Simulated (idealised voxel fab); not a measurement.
Process module under the name voxel fin reveal
Square cells of 5 nm make up the cross-section cut, whose width is 255 nm.
Cross-section, as written here: a square-cell grid given band by band from the top down, where a band holds one or more rows of cells.
This entry defines a band. It first specifies the height of the band's top and the height of its bottom in nm, and then specifies the band's materials from left to right, stating each material with its width in nm. The word "edge to edge" identifies a single material that fills the band from edge to edge, while the word "blank" identifies empty space.
Heights are expressed relative to 0, this being the level below which the as-received wafer comprises one material exclusively. The lowest band is unbounded in the downward direction and is denoted as in "0 -> down".
Per-row width for "30->40": begins at first number (top row of band), ends at second number (bottom row), increment between rows held constant.
Step marked "no alterations made"? Then no cell in the cross-section changed in it.
"Enclosed internal voids" contains a list of empty spaces, each no smaller than 8 cells and without an open way to the top, written in the form width x height at distance with the distance from the left edge and all three in nm.
Whatever follows a step's settings on its line is a remark the simulator itself makes about that step.
Among the settings permitted on a step's line is "overlay nm"; applied to a step with a mask, it specifies the extent to which the mask lay to the right of its planned position, whereas a negative figure signifies a position to the left.

LISTED BELOW ARE THE PROCESS STEPS AS PLANNED
1: op RECEIVE | material Si
2: op CONFORMAL_DEP | material SiN | thk nm 10
3: op PATTERN | tone cover | mask id FINS | material resist | width nm 15 | pitch nm 40 | thk nm 15 | overlay nm -15
4: op DIRECTIONAL_ETCH | etch materials SiN | depth nm 10
5: op DIRECTIONAL_ETCH | etch materials Si | depth nm 35
6: op STRIP | etch materials resist
7: op OXIDIZE | depth nm 5
8: op FILL_DEP | material SiO2 | thk nm 10
9: op CMP | height nm 10
10: op SELECTIVE_ETCH | etch materials SiO2 | depth nm 20
11: op STRIP | etch materials SiN
The plan's step 3 overlay nm is the first wafer's value; the wafers differ in this setting and start identical.

CROSS-SECTION: THE FIRST OF SEVERAL WAFERS IN ITS AS-RECEIVED STATE, I.E. FOLLOWING STEP 1
0 -> down | Si edge to edge
Enclosed internal voids: none

CROSS-SECTION AFTER STEP 11, THE FINAL STEP OF THE MODULE, FOR THE FIRST OF SEVERAL WAFERS
0 -> -10 | 70 of blank / 5 of Si / 35 of blank / 5 of Si / 35 of blank / 5 of Si / 100 of blank
-10 -> -40 | 70 of SiO2 / 5 of Si / 35 of SiO2 / 5 of Si / 35 of SiO2 / 5 of Si / 100 of SiO2
-40 -> down | Si edge to edge
Enclosed internal voids: none

END OF MODULE, LAST WAFER SECTIONED
0 -> -10 | 100 of blank / 5 of Si / 35 of blank / 5 of Si / 35 of blank / 5 of Si / 70 of blank
-10 -> -40 | 100 of SiO2 / 5 of Si / 35 of SiO2 / 5 of Si / 35 of SiO2 / 5 of Si / 70 of SiO2
-40 -> down | Si edge to edge
Enclosed internal voids: none

HERE IS HOW TO READ THE ROWS: EVERY WAFER HAS A ROW, AND IT SHOWS THE WAFER AT THE END OF THE MODULE, GIVING FOR EACH MATERIAL HOW MANY CELLS WERE GAINED (+) OR LOST (-) SINCE THE WAFER WAS RECEIVED, THEN LISTING ITS CLOSED VOIDS
overlay nm -15; -384 Si; +288 SiO2; Enclosed internal voids: none
overlay nm -10; -384 Si; +288 SiO2; Enclosed internal voids: none
overlay nm -5; -384 Si; +288 SiO2; Enclosed internal voids: none
overlay nm 0; -384 Si; +288 SiO2; Enclosed internal voids: none
overlay nm 5; -384 Si; +288 SiO2; Enclosed internal voids: none
overlay nm 10; -384 Si; +288 SiO2; Enclosed internal voids: none
overlay nm 15; -384 Si; +288 SiO2; Enclosed internal voids: none
